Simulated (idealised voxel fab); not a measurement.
This is a process module. Its name is voxel gate over fins.
Each square cell in cross-section cut measures 5 nm, and the section as a whole is 195 nm wide.
Just so we're on the same page, the cross-sections are grids of square cells, and they're listed out in bands top to bottom, each band one or more rows deep. Look at the band entry: it leads with the top's height and the bottom's height in nm. Then it lists the materials left to right, with a width in nm for each. The word "all across" on a single material says that material fills the band edge to edge. The word "empty" is empty space. Height is counted from the level 0, under which the received wafer is composed throughout of one material. The lowest of the bands is not closed at the bottom but continues downward, in the notation "top 0, no bottom". When a width is written as two numbers, as in "30..40", the first number is the width in the top row of cells of the band and the second is the width in its bottom row, and the width changes by the same amount from each row to the next. What does "same as before" mean for a step? It means no cell of the cross-section changed in that step. Entry "Unvented cavities" = empty spaces >= 8 cells with no open way to the top; each as width x height at distance, distance from left edge, all nm. On a step's line, text after the settings is the simulator commenting on that step. The "overlay nm" setting may appear on a step's line; for a step that uses a mask, it gives how far to the right of its planned position the mask lay, and a negative value indicates the left.
[The steps planned for the process are as follows]
1 RECEIVE with material Si
2 CONFORMAL_DEP with material SiN, thk nm 5
3 DIRECTIONAL_DEP with material aC, thk nm 10
4 PATTERN with tone cover, mask id FINS, material resist, width nm 15, pitch nm 40, thk nm 25, overlay nm 0
5 DIRECTIONAL_ETCH with etch materials aC, depth nm 10
6 STRIP with etch materials resist
7 DIRECTIONAL_ETCH with etch materials SiN, depth nm 5
8 DIRECTIONAL_ETCH with etch materials Si, depth nm 40
9 STRIP with etch materials aC
10 OXIDIZE with depth nm 5
11 FILL_DEP with material SiO2, thk nm 15
12 CMP with height nm 5
13 SELECTIVE_ETCH with etch materials SiO2, depth nm 15
14 STRIP with etch materials SiN
15 CONFORMAL_DEP with material HfO2, thk nm 5
16 CONFORMAL_DEP with material TiN, thk nm 5
17 CONFORMAL_DEP with material TiAl, thk nm 5
18 CONFORMAL_DEP with material TiN, thk nm 5
19 FILL_DEP with material W, thk nm 10
20 CMP with height nm 25
21 CONFORMAL_DEP with material SiN, thk nm 10
[This is the cross-section of the wafer as we received it, i.e. after step 1]
    top 0, no bottom = Si all across
    Unvented cavities: none
[As-planned run: cross-section of the first of two wafers at end of module]
    top 35, bottom 25 = SiN all across
    top 25, bottom 20 = W all across
    top 20, bottom 15 = W 55 | TiN 85 | W 55
    top 15, bottom 10 = W 55 | TiN 5 | TiAl 35 | TiN 5 | TiAl 35 | TiN 5 | W 55
    top 10, bottom 5 = TiN 60 | TiAl 5 | TiN 25 | TiAl 5 | TiN 5 | TiAl 5 | TiN 25 | TiAl 5 | TiN 60
    top 5, bottom 0 = TiAl 65 | TiN 5 | HfO2 15 | TiN 5 | TiAl 15 | TiN 5 | HfO2 15 | TiN 5 | TiAl 65
    top 0, bottom -5 = TiN 70 | HfO2 5 | Si 5 | HfO2 5 | TiN 25 | HfO2 5 | Si 5 | HfO2 5 | TiN 70
    top -5, bottom -10 = HfO2 75 | Si 5 | HfO2 35 | Si 5 | HfO2 75
    top -10, bottom -45 = SiO2 75 | Si 5 | SiO2 35 | Si 5 | SiO2 75
    top -45, no bottom = Si all across
    Unvented cavities: none
[Cross-section, second wafer: same start as the first, same plan as the first, one mistake in running it; taken at the end of the module]
    top 35, bottom 25 = SiN all across
    top 25, bottom 20 = W all across
    top 20, bottom 15 = W 55 | TiN 85 | W 55
    top 15, bottom 10 = W 55 | TiN 5 | TiAl 35 | TiN 5 | TiAl 35 | TiN 5 | W 55
    top 10, bottom 5 = TiN 60 | TiAl 5 | TiN 25 | TiAl 5 | TiN 5 | TiAl 5 | TiN 25 | TiAl 5 | TiN 60
    top 5, bottom 0 = TiAl 65 | TiN 5 | HfO2 15 | TiN 5 | TiAl 5 | TiN 5 | TiAl 5 | TiN 5 | HfO2 15 | TiN 5 | TiAl 65
    top 0, bottom -5 = TiN 70 | HfO2 5 | Si 5 | HfO2 5 | TiN 5 | TiAl 15 | TiN 5 | HfO2 5 | Si 5 | HfO2 5 | TiN 70
    top -5, bottom -10 = HfO2 60 | TiN 10 | HfO2 5 | Si 5 | HfO2 5 | TiN 25 | HfO2 5 | Si 5 | HfO2 5 | TiN 10 | HfO2 60
    top -10, bottom -15 = SiO2 55 | HfO2 20 | Si 5 | HfO2 35 | Si 5 | HfO2 20 | SiO2 55
    top -15, bottom -45 = SiO2 75 | Si 5 | SiO2 35 | Si 5 | SiO2 75
    top -45, no bottom = Si all across
    Unvented cavities: none
Nonconformance to the process plan: it was found that steps 13 and 14 of the process plan had been performed in exchanged positions
Final tally in cells, some materials are higher or lower on the second wafer than on the first: 6 more of HfO2; 15 fewer of SiO2; 2 more of TiAl; 7 more of TiN
